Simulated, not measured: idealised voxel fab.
The following process module bears the name voxel transistor to metal.
This is section cut - it's 200 nm across, gridded in 5 nm square cells.
Cross-section, as written here: a square-cell grid given band by band from the top down, where a band holds one or more rows of cells.
In this notation a band is specified by the heights of its top and bottom, in that order and in nm, after which its materials appear from left to right, each paired with its width in nm. The word "all across" attached to a single material means that material fills the band from edge to edge; the word "blank" stands for empty space.
Heights from 0 (as-received wafer is one material below). Bottom band endless downward, as "top 0, no bottom".
When a width is written as two numbers, as in "30->40", the first number is the width in the top row of cells of the band and the second is the width in its bottom row, and the width changes by the same amount from each row to the next.
Reading "nothing got changed" for a step: not a cell of the cross-section changed in it.
"Enclosed cavity list" means: voids of 8 cells or more that are shut off from the top with no open way through. Written width x height at distance, distance from the left edge, in nm.
Note: text after step settings on the step line = simulator remark on that step.
overlay nm, on a step with a mask: how far to the right of its planned place the mask lay; to the left if negative
Intended process steps
1,RECEIVE: material Si
2,OXIDIZE: depth nm 5
3,CONFORMAL_DEP: material SiN, thk nm 10
4,MASKED_ETCH: tone cover, mask id ACTIVE, width nm 110, etch materials SiN, depth nm 10, overlay nm 0
5,MASKED_ETCH: tone cover, mask id ACTIVE, width nm 110, etch materials SiO2, depth nm 5, overlay nm 0
6,MASKED_ETCH: tone cover, mask id ACTIVE, width nm 110, etch materials Si, depth nm 35, overlay nm 0
7,OXIDIZE: depth nm 5
8,FILL_DEP: material SiO2, thk nm 5
9,CMP: height nm 10
10,SELECTIVE_ETCH: etch materials SiO2, depth nm 10
11,STRIP: etch materials SiN
12,SELECTIVE_ETCH: etch materials SiO2, depth nm 5
13,OXIDIZE: depth nm 5
14,DIRECTIONAL_DEP: material polySi, thk nm 25
15,DIRECTIONAL_DEP: material SiCN, thk nm 15
16,DIRECTIONAL_DEP: material aC, thk nm 15
17,PATTERN: tone cover, mask id GATE, material resist, width nm 20, thk nm 30, overlay nm 0
18,DIRECTIONAL_ETCH: etch materials aC, depth nm 15
19,STRIP: etch materials resist
20,DIRECTIONAL_ETCH: etch materials SiCN, depth nm 25
21,DIRECTIONAL_ETCH: etch materials polySi, depth nm 35
22,STRIP: etch materials aC
23,CONFORMAL_DEP: material SiO2, thk nm 5
24,DIRECTIONAL_ETCH: etch materials SiO2, depth nm 5
25,CONFORMAL_DEP: material SiN, thk nm 5
26,DIRECTIONAL_ETCH: etch materials SiN, depth nm 5
27,DIRECTIONAL_ETCH: etch materials SiO2, depth nm 5
28,DIRECTIONAL_ETCH: etch materials Si, depth nm 10
29,EPI: material nSi, thk nm 10
30,FILL_DEP: material SiO2, thk nm 10
31,CMP: height nm 35
32,DIRECTIONAL_DEP: material SiO2, thk nm 15
33,DIRECTIONAL_DEP: material aC, thk nm 10
34,PATTERN: tone open, mask id CONTACT, material resist, width nm 20, pitch nm 80, thk nm 25, overlay nm 0
35,DIRECTIONAL_ETCH: etch materials aC, depth nm 10
36,STRIP: etch materials resist
37,DIRECTIONAL_ETCH: etch materials SiO2, depth nm 60
38,STRIP: etch materials aC
39,CONFORMAL_DEP: material TiN, thk nm 5
40,FILL_DEP: material W, thk nm 10
41,CMP: height nm 50
42,CONFORMAL_DEP: material SiN, thk nm 5
43,DIRECTIONAL_DEP: material lowk, thk nm 25
44,MASKED_ETCH: tone open, mask id METAL_1, width nm 20, pitch nm 80, etch materials lowk, depth nm 25, overlay nm 0
45,MASKED_ETCH: tone open, mask id METAL_1, width nm 20, pitch nm 80, etch materials SiN, depth nm 5, overlay nm 0
46,CONFORMAL_DEP: material TiN, thk nm 5
47,FILL_DEP: material W, thk nm 10
48,CMP: height nm 80
49,EPI: material Ru, thk nm 5
50,FILL_DEP: material SiCN, thk nm 5
Incoming wafer in cross-section (state: after step 1)
* top 0, no bottom  Si all across
* Enclosed cavity list: none
The first of the two wafers as seen in cross-section once the module was finished; processing followed the plan
* top 90, bottom 85  SiCN all across
* top 85, bottom 80  SiCN (45) | Ru (30) | SiCN (50) | Ru (30) | SiCN (45)
* top 80, bottom 55  lowk (50) | TiN (5) | W (10) | TiN (5) | lowk (60) | TiN (5) | W (10) | TiN (5) | lowk (50)
* top 55, bottom 50  SiN (50) | TiN (20) | SiN (60) | TiN (20) | SiN (50)
* top 50, bottom 35  SiO2 (50) | TiN (5) | W (10) | TiN (5) | SiO2 (60) | TiN (5) | W (10) | TiN (5) | SiO2 (50)
* top 35, bottom 20  SiO2 (50) | TiN (5) | W (10) | TiN (5) | SiO2 (10) | SiN (5) | SiO2 (5) | SiCN (20) | SiO2 (5) | SiN (5) | SiO2 (10) | TiN (5) | W (10) | TiN (5) | SiO2 (50)
* top 20, bottom 0  SiO2 (50) | TiN (5) | W (10) | TiN (5) | SiO2 (10) | SiN (5) | SiO2 (5) | polySi (20) | SiO2 (5) | SiN (5) | SiO2 (10) | TiN (5) | W (10) | TiN (5) | SiO2 (50)
* top 0, bottom -5  SiO2 (50) | TiN (5) | W (10) | TiN (5) | nSi (10) | SiN (5) | SiO2 (5) | polySi (20) | SiO2 (5) | SiN (5) | nSi (10) | TiN (5) | W (10) | TiN (5) | SiO2 (50)
* top -5, bottom -10  SiO2 (50) | TiN (20) | nSi (10) | SiO2 (40) | nSi (10) | TiN (20) | SiO2 (50)
* top -10, bottom -20  SiO2 (50) | nSi (30) | Si (40) | nSi (30) | SiO2 (50)
* top -20, bottom -45  SiO2 (50) | Si (100) | SiO2 (50)
* top -45, no bottom  Si all across
* Enclosed cavity list: none
End of module, second wafer, cross-section. Started like the first, planned like the first, run with one mistake
* top 90, bottom 85  SiCN all across
* top 85, bottom 80  SiCN (45) | Ru (30) | SiCN (50) | Ru (30) | SiCN (45)
* top 80, bottom 55  lowk (50) | TiN (5) | W (10) | TiN (5) | lowk (60) | TiN (5) | W (10) | TiN (5) | lowk (50)
* top 55, bottom 50  SiN (50) | TiN (20) | SiN (60) | TiN (20) | SiN (50)
* top 50, bottom 35  SiO2 (55) | TiN (5) | W (5) | TiN (5) | SiO2 (65) | TiN (5) | W (5) | TiN (5) | SiO2 (50)
* top 35, bottom 20  SiO2 (55) | TiN (5) | W (5) | TiN (5) | SiO2 (10) | SiN (5) | SiO2 (5) | SiCN (20) | SiO2 (5) | SiN (5) | SiO2 (15) | TiN (5) | W (5) | TiN (5) | SiO2 (50)
* top 20, bottom 0  SiO2 (55) | TiN (5) | W (5) | TiN (5) | SiO2 (10) | SiN (5) | SiO2 (5) | polySi (20) | SiO2 (5) | SiN (5) | SiO2 (15) | TiN (5) | W (5) | TiN (5) | SiO2 (50)
* top 0, bottom -5  SiO2 (55) | TiN (5) | W (5) | TiN (5) | nSi (10) | SiN (5) | SiO2 (5) | polySi (20) | SiO2 (5) | SiN (5) | nSi (10) | SiO2 (5) | TiN (5) | W (5) | TiN (5) | SiO2 (50)
* top -5, bottom -10  SiO2 (55) | TiN (15) | nSi (10) | SiO2 (40) | nSi (10) | SiO2 (5) | TiN (15) | SiO2 (50)
* top -10, bottom -20  SiO2 (50) | nSi (30) | Si (40) | nSi (30) | SiO2 (50)
* top -20, bottom -45  SiO2 (50) | Si (100) | SiO2 (50)
* top -45, no bottom  Si all across
* Enclosed cavity list: none
Here's what went sideways: step 34 was run on a setting that differed from the plan, and what really ran there is PATTERN: tone open, mask id CONTACT, material resist, width nm 15, pitch nm 80, thk nm 25, overlay nm 0
The final cell counts differ between the wafers, with the second having more or fewer of some materials than the first: SiO2: 24 more, TiN: 2 fewer, W: 22 fewer
